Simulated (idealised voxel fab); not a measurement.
process module | voxel trench capacitor
FYI the section here is cut, 195 nm wide, cells are 5 nm squares.
How to read a cross-section here: the picture is a grid of square cells, written as bands going from the top down, and any band can span one or more rows of cells. The entry gives the band's vertical extent as a top height and a bottom height in nm, then its horizontal make-up as materials from left to right, each with a width in nm. "blank" stands for empty space; a single material marked "throughout" fills the band edge to edge. Heights from 0 (as-received wafer is one material below). Bottom band endless downward, as "0 and below". A width given as "30..40" starts at the first number in the band's top row and ends at the second number in its bottom row, shifting by an equal amount at every step from row to row. What does "no change" mean for a step? It means no cell of the cross-section changed in that step. Voids not open to the top, 8 cells minimum: see "Sealed voids". Written width x height at distance; distance is from the left edge; nm. Formally, on a step line, whatever follows the settings is a remark that the simulator itself makes on the step. "overlay nm" denotes, for a step that has a mask, the displacement of the mask to the right of its planned place, with negative values corresponding to the left.

Planned process steps
1: op RECEIVE | material Si
2: op CONFORMAL_DEP | material SiN | thk nm 10
3: op PATTERN | tone open | mask id TRENCH | material resist | width nm 25 | pitch nm 45 | thk nm 15 | overlay nm 0
4: op DIRECTIONAL_ETCH | etch materials SiN | depth nm 10
5: op DIRECTIONAL_ETCH | etch materials Si | depth nm 30
6: op STRIP | etch materials resist
7: op CONFORMAL_DEP | material Al2O3 | thk nm 5
8: op CONFORMAL_DEP | material TiN | thk nm 5
9: op FILL_DEP | material W | thk nm 5
10: op CMP | height nm 10

Cross-section of the incoming wafer, state after step 1
    0 and below | Si throughout
    Sealed voids: none

Cross-section, first of two wafers, end of module, run as planned
    10 down to 0 | 40 of SiN; 5 of Al2O3; 5 of TiN; 5 of W; 5 of TiN; 5 of Al2O3; 20 of SiN; 5 of Al2O3; 5 of TiN; 5 of W; 5 of TiN; 5 of Al2O3; 20 of SiN; 5 of Al2O3; 5 of TiN; 5 of W; 5 of TiN; 5 of Al2O3; 40 of SiN
    0 down to -20 | 40 of Si; 5 of Al2O3; 5 of TiN; 5 of W; 5 of TiN; 5 of Al2O3; 20 of Si; 5 of Al2O3; 5 of TiN; 5 of W; 5 of TiN; 5 of Al2O3; 20 of Si; 5 of Al2O3; 5 of TiN; 5 of W; 5 of TiN; 5 of Al2O3; 40 of Si
    -20 down to -25 | 40 of Si; 5 of Al2O3; 15 of TiN; 5 of Al2O3; 20 of Si; 5 of Al2O3; 15 of TiN; 5 of Al2O3; 20 of Si; 5 of Al2O3; 15 of TiN; 5 of Al2O3; 40 of Si
    -25 down to -30 | 40 of Si; 25 of Al2O3; 20 of Si; 25 of Al2O3; 20 of Si; 25 of Al2O3; 40 of Si
    -30 and below | Si throughout
    Sealed voids: none

Second wafer of the two, sectioned at the end of the module. It began like the first and followed the same plan, but one mistake was made while running it
    25 down to 20 | W throughout
    20 down to 15 | 50 of TiN; 5 of W; 40 of TiN; 5 of W; 40 of TiN; 5 of W; 50 of TiN
    15 down to 10 | 45 of Al2O3; 5 of TiN; 5 of W; 5 of TiN; 30 of Al2O3; 5 of TiN; 5 of W; 5 of TiN; 30 of Al2O3; 5 of TiN; 5 of W; 5 of TiN; 45 of Al2O3
    10 down to 0 | 40 of SiN; 5 of Al2O3; 5 of TiN; 5 of W; 5 of TiN; 5 of Al2O3; 20 of SiN; 5 of Al2O3; 5 of TiN; 5 of W; 5 of TiN; 5 of Al2O3; 20 of SiN; 5 of Al2O3; 5 of TiN; 5 of W; 5 of TiN; 5 of Al2O3; 40 of SiN
    0 down to -20 | 40 of Si; 5 of Al2O3; 5 of TiN; 5 of W; 5 of TiN; 5 of Al2O3; 20 of Si; 5 of Al2O3; 5 of TiN; 5 of W; 5 of TiN; 5 of Al2O3; 20 of Si; 5 of Al2O3; 5 of TiN; 5 of W; 5 of TiN; 5 of Al2O3; 40 of Si
    -20 down to -25 | 40 of Si; 5 of Al2O3; 15 of TiN; 5 of Al2O3; 20 of Si; 5 of Al2O3; 15 of TiN; 5 of Al2O3; 20 of Si; 5 of Al2O3; 15 of TiN; 5 of Al2O3; 40 of Si
    -25 down to -30 | 40 of Si; 25 of Al2O3; 20 of Si; 25 of Al2O3; 20 of Si; 25 of Al2O3; 40 of Si
    -30 and below | Si throughout
    Sealed voids: none
Deviation noted in wafer processing: heads up, step 10 of the plan was skipped and never actually ran
The second wafer ends with more or fewer cells of some materials than the first, per final count: +30 Al2O3; +42 TiN; +45 W
